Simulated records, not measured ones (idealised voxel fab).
process module | voxel self aligned contacts
cross-section cut | 210 nm wide | cells 5 nm
A cross-section is a grid of square cells, given in bands from the top down. A band is one or more rows of cells.
Each band's line starts with the height of the band's top and of its bottom, in nm. Then come its materials from left to right, each with its width in nm. One material with "throughout" fills the band from edge to edge. "air" is empty space.
Height 0 is the level under which the wafer as received is all one material. The lowest band goes on downwards, as in "0 down".
A width such as "30 to 40" changes by the same amount from each row of cells to the next, from the band's top row to its bottom row.
"no change" after a step means that no cell of the cross-section changed.
closed voids: empty space of 8 cells or more with no open way to the top, each as width x height at its distance from the left edge, in nm
after a step's settings: what the simulator itself notes on the step
overlay nm, on a step with a mask: how far to the right of its planned place the mask lay; to the left if negative
plan
1 op RECEIVE | material Si
2 op CONFORMAL_DEP | material SiO2 | thk nm 5
3 op DIRECTIONAL_DEP | material polySi | thk nm 20
4 op DIRECTIONAL_DEP | material SiN | thk nm 15
5 op DIRECTIONAL_DEP | material aC | thk nm 10
6 op PATTERN | tone cover | mask id GATE | material resist | width nm 35 | pitch nm 60 | thk nm 25 | overlay nm 0
7 op DIRECTIONAL_ETCH | etch materials aC | depth nm 10
8 op STRIP | etch materials resist
9 op DIRECTIONAL_ETCH | etch materials SiN | depth nm 15
10 op DIRECTIONAL_ETCH | etch materials polySi | depth nm 20
11 op STRIP | etch materials aC
12 op CONFORMAL_DEP | material SiN | thk nm 5
13 op DIRECTIONAL_ETCH | etch materials SiN | depth nm 5
14 op FILL_DEP | material SiO2 | thk nm 10
15 op CMP | height nm 45
16 op PATTERN | tone open | mask id CONTACT | material resist | width nm 35 | thk nm 15 | overlay nm 0
17 op DIRECTIONAL_ETCH | etch materials SiO2 | depth nm 45
18 op STRIP | etch materials resist
19 op CONFORMAL_DEP | material TiN | thk nm 5
20 op FILL_DEP | material W | thk nm 10
21 op CMP | height nm 45
22 op CONFORMAL_DEP | material SiCN | thk nm 5
first wafer, as planned
as received, after step 1
  0 down: Si throughout
  closed voids: none
after step 2
  5 to 0: SiO2 throughout
  below 0: unchanged
after step 3
  25 to 5: polySi throughout
  below 5: unchanged
after step 4
  40 to 25: SiN throughout
  below 25: unchanged
after step 5
  50 to 40: aC throughout
  below 40: unchanged
after step 6
  75 to 50: air 55 | resist 35 | air 25 | resist 35 | air 60
  below 50: unchanged
after step 7
  65 to 50: air 55 | resist 35 | air 25 | resist 35 | air 60
  50 to 40: air 55 | aC 35 | air 25 | aC 35 | air 60
  below 40: unchanged
after step 8
  50 to 40: air 55 | aC 35 | air 25 | aC 35 | air 60
  below 40: unchanged
after step 9
  50 to 40: air 55 | aC 35 | air 25 | aC 35 | air 60
  40 to 25: air 55 | SiN 35 | air 25 | SiN 35 | air 60
  below 25: unchanged
after step 10
  50 to 40: air 55 | aC 35 | air 25 | aC 35 | air 60
  40 to 25: air 55 | SiN 35 | air 25 | SiN 35 | air 60
  25 to 5: air 55 | polySi 35 | air 25 | polySi 35 | air 60
  below 5: unchanged
after step 11
  40 to 25: air 55 | SiN 35 | air 25 | SiN 35 | air 60
  below 25: unchanged
after step 12
  45 to 25: air 50 | SiN 45 | air 15 | SiN 45 | air 55
  25 to 10: air 50 | SiN 5 | polySi 35 | SiN 5 | air 15 | SiN 5 | polySi 35 | SiN 5 | air 55
  10 to 5: SiN 55 | polySi 35 | SiN 25 | polySi 35 | SiN 60
  below 5: unchanged
after step 13
  40 to 25: air 50 | SiN 45 | air 15 | SiN 45 | air 55
  25 to 5: air 50 | SiN 5 | polySi 35 | SiN 5 | air 15 | SiN 5 | polySi 35 | SiN 5 | air 55
  below 5: unchanged
after step 14
  50 to 40: SiO2 throughout
  40 to 25: SiO2 50 | SiN 45 | SiO2 15 | SiN 45 | SiO2 55
  25 to 5: SiO2 50 | SiN 5 | polySi 35 | SiN 5 | SiO2 15 | SiN 5 | polySi 35 | SiN 5 | SiO2 55
  below 5: unchanged
after step 15
  45 to 40: SiO2 throughout
  below 40: unchanged
after step 16
  60 to 45: resist 85 | air 35 | resist 90
  below 45: unchanged
after step 17
  60 to 45: resist 85 | air 35 | resist 90
  45 to 40: SiO2 85 | air 35 | SiO2 90
  40 to 25: SiO2 50 | SiN 45 | air 15 | SiN 45 | SiO2 55
  25 to 5: SiO2 50 | SiN 5 | polySi 35 | SiN 5 | air 15 | SiN 5 | polySi 35 | SiN 5 | SiO2 55
  5 to 0: SiO2 95 | air 15 | SiO2 100
  below 0: unchanged
after step 18
  45 to 40: SiO2 85 | air 35 | SiO2 90
  below 40: unchanged
after step 19
  50 to 45: TiN 90 | air 25 | TiN 95
  45 to 40: SiO2 85 | TiN 15 | air 5 | TiN 15 | SiO2 90
  40 to 25: SiO2 50 | SiN 45 | TiN 5 | air 5 | TiN 5 | SiN 45 | SiO2 55
  25 to 5: SiO2 50 | SiN 5 | polySi 35 | SiN 5 | TiN 5 | air 5 | TiN 5 | SiN 5 | polySi 35 | SiN 5 | SiO2 55
  5 to 0: SiO2 95 | TiN 15 | SiO2 100
  below 0: unchanged
after step 20
  60 to 50: W throughout
  50 to 45: TiN 90 | W 25 | TiN 95
  45 to 40: SiO2 85 | TiN 15 | W 5 | TiN 15 | SiO2 90
  40 to 25: SiO2 50 | SiN 45 | TiN 5 | W 5 | TiN 5 | SiN 45 | SiO2 55
  25 to 5: SiO2 50 | SiN 5 | polySi 35 | SiN 5 | TiN 5 | W 5 | TiN 5 | SiN 5 | polySi 35 | SiN 5 | SiO2 55
  below 5: unchanged
after step 21
  45 to 40: SiO2 85 | TiN 15 | W 5 | TiN 15 | SiO2 90
  below 40: unchanged
after step 22
  50 to 45: SiCN throughout
  below 45: unchanged
second wafer: like start, like plan, one mistake. Through step 5 it matches the first wafer
when step 6 should have ended
  75 to 50: resist 55 | air 35 | resist 25 | air 35 | resist 60
  below 50: unchanged
when step 7 should have ended
  65 to 50: resist 55 | air 35 | resist 25 | air 35 | resist 60
  50 to 40: aC 55 | air 35 | aC 25 | air 35 | aC 60
  below 40: unchanged
when step 8 should have ended
  50 to 40: aC 55 | air 35 | aC 25 | air 35 | aC 60
  below 40: unchanged
when step 9 should have ended
  50 to 40: aC 55 | air 35 | aC 25 | air 35 | aC 60
  40 to 25: SiN 55 | air 35 | SiN 25 | air 35 | SiN 60
  below 25: unchanged
when step 10 should have ended
  50 to 40: aC 55 | air 35 | aC 25 | air 35 | aC 60
  40 to 25: SiN 55 | air 35 | SiN 25 | air 35 | SiN 60
  25 to 5: polySi 55 | air 35 | polySi 25 | air 35 | polySi 60
  below 5: unchanged
when step 11 should have ended
  40 to 25: SiN 55 | air 35 | SiN 25 | air 35 | SiN 60
  below 25: unchanged
when step 12 should have ended
  45 to 25: SiN 60 | air 25 | SiN 35 | air 25 | SiN 65
  25 to 10: polySi 55 | SiN 5 | air 25 | SiN 5 | polySi 25 | SiN 5 | air 25 | SiN 5 | polySi 60
  10 to 5: polySi 55 | SiN 35 | polySi 25 | SiN 35 | polySi 60
  below 5: unchanged
when step 13 should have ended
  40 to 25: SiN 60 | air 25 | SiN 35 | air 25 | SiN 65
  25 to 5: polySi 55 | SiN 5 | air 25 | SiN 5 | polySi 25 | SiN 5 | air 25 | SiN 5 | polySi 60
  below 5: unchanged
when step 14 should have ended
  50 to 40: SiO2 throughout
  40 to 25: SiN 60 | SiO2 25 | SiN 35 | SiO2 25 | SiN 65
  25 to 5: polySi 55 | SiN 5 | SiO2 25 | SiN 5 | polySi 25 | SiN 5 | SiO2 25 | SiN 5 | polySi 60
  below 5: unchanged
when step 15 should have ended
  45 to 40: SiO2 throughout
  below 40: unchanged
when step 16 should have ended
  60 to 45: resist 85 | air 35 | resist 90
  below 45: unchanged
when step 17 should have ended
  60 to 45: resist 85 | air 35 | resist 90
  45 to 40: SiO2 85 | air 35 | SiO2 90
  below 40: unchanged
when step 18 should have ended
  45 to 40: SiO2 85 | air 35 | SiO2 90
  below 40: unchanged
when step 19 should have ended
  50 to 45: TiN 90 | air 25 | TiN 95
  45 to 40: SiO2 85 | TiN 35 | SiO2 90
  below 40: unchanged
when step 20 should have ended
  60 to 50: W throughout
  50 to 45: TiN 90 | W 25 | TiN 95
  below 45: unchanged
when step 21 should have ended
  45 to 40: SiO2 85 | TiN 35 | SiO2 90
  below 40: unchanged
when step 22 should have ended
  50 to 45: SiCN throughout
  below 45: unchanged
what went wrong: step 6 ran as: op PATTERN | tone open | mask id GATE | material resist | width nm 35 | pitch nm 60 | thk nm 25 | overlay nm 0
at the end the second wafer has, in cells: 42 more of SiN | 74 fewer of SiO2 | 16 fewer of TiN | 8 fewer of W | 56 more of polySi
